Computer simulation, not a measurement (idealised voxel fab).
The document below concerns the process module designated voxel released beams.
It is cross-section cut that appears here, measuring 225 nm in width, its square cells being 5 nm in size.
Notation: cross-section as square-cell grid; stated in bands, top first, going down; one or more cell rows per band.
First you get the band's top height and its bottom height, in nm, and then the materials it's made of, left to right, with each width in nm. If you see a single material with "edge to edge", that one covers the band edge to edge. "empty" is empty space.
Ref level 0: as-received wafer is one material below here. Bottom band extends down with no lower bound ("top 0, no bottom").
Graded width ("30->40"): value in top row of band = first number; value in bottom row = second number; row-to-row change constant.
"no modification" -> step changed no cross-section cell.
In the "Unvented internal voids" entry, you get each enclosed empty space of 8 cells or more, one with no open way to the top, written width x height at distance, distance from the left edge, in nm.
Anything after a step's settings on that line? It's the simulator's own note about the step.
A step line may carry the setting "overlay nm", which, for steps involving a mask, states the distance by which the mask lay to the right of its intended position; negative values denote displacement to the left.

-- This section lists the process steps that were planned
step 1: RECEIVE [material Si]
step 2: CONFORMAL_DEP [material Al2O3] [thk nm 10]
step 3: DIRECTIONAL_DEP [material SiO2] [thk nm 15]
step 4: MASKED_ETCH [tone open] [mask id ANCHOR] [width nm 45] [etch materials SiO2] [depth nm 15] [overlay nm 0]
step 5: CONFORMAL_DEP [material polySi] [thk nm 15]
step 6: MASKED_ETCH [tone cover] [mask id BEAM] [width nm 100] [etch materials polySi] [depth nm 15] [overlay nm 0]
step 7: STRIP [etch materials SiO2]

-- First wafer, two in total, run as planned

-- Delivered wafer in cross-section: state after step 1
- top 0, no bottom | Si edge to edge
- Unvented internal voids: none

-- Cross-section of the wafer subsequent to step 2
- top 10, bottom 0 | Al2O3 edge to edge
- Note: structure below 0 unchanged.

-- Cross-section of the wafer subsequent to step 3
- top 25, bottom 10 | SiO2 edge to edge
- Note: structure below 10 unchanged.

-- Cross-section of the wafer subsequent to step 4
- top 25, bottom 10 | SiO2=65  empty=45  SiO2=115
- Note: structure below 10 unchanged.

-- Cross-section of the wafer subsequent to step 5
- top 40, bottom 25 | polySi=80  empty=15  polySi=130
- top 25, bottom 10 | SiO2=65  polySi=45  SiO2=115
- Note: structure below 10 unchanged.

-- Cross-section of the wafer subsequent to step 6
- top 40, bottom 25 | empty=60  polySi=20  empty=15  polySi=65  empty=65
- Note: structure below 25 unchanged.

-- Cross-section of the wafer subsequent to step 7
- top 40, bottom 25 | empty=60  polySi=20  empty=15  polySi=65  empty=65
- top 25, bottom 10 | empty=65  polySi=45  empty=115
- Note: structure below 10 unchanged.

-- Wafer two. Identical start, identical plan. One mistake in execution. Identical history through step 3

-- Second wafer, sectioned view, at step 4's planned end time
- top 25, bottom 10 | SiO2=70  empty=35  SiO2=120
- Note: structure below 10 unchanged.

-- Second wafer, sectioned view, at step 5's planned end time
- top 40, bottom 25 | polySi=85  empty=5  polySi=135
- top 25, bottom 10 | SiO2=70  polySi=35  SiO2=120
- Note: structure below 10 unchanged.

-- Second wafer, sectioned view, at step 6's planned end time
- top 40, bottom 25 | empty=60  polySi=25  empty=5  polySi=70  empty=65
- Note: structure below 25 unchanged.

-- Second wafer, sectioned view, at step 7's planned end time
- top 40, bottom 25 | empty=60  polySi=25  empty=5  polySi=70  empty=65
- top 25, bottom 10 | empty=70  polySi=35  empty=120
- Note: structure below 10 unchanged.
Error vs. plan: not per plan at step 4, really ran MASKED_ETCH [tone open] [mask id ANCHOR] [width nm 35] [etch materials SiO2] [depth nm 15] [overlay nm 0]
Final wafers compared: equal cell tally per material, rearranged layout.
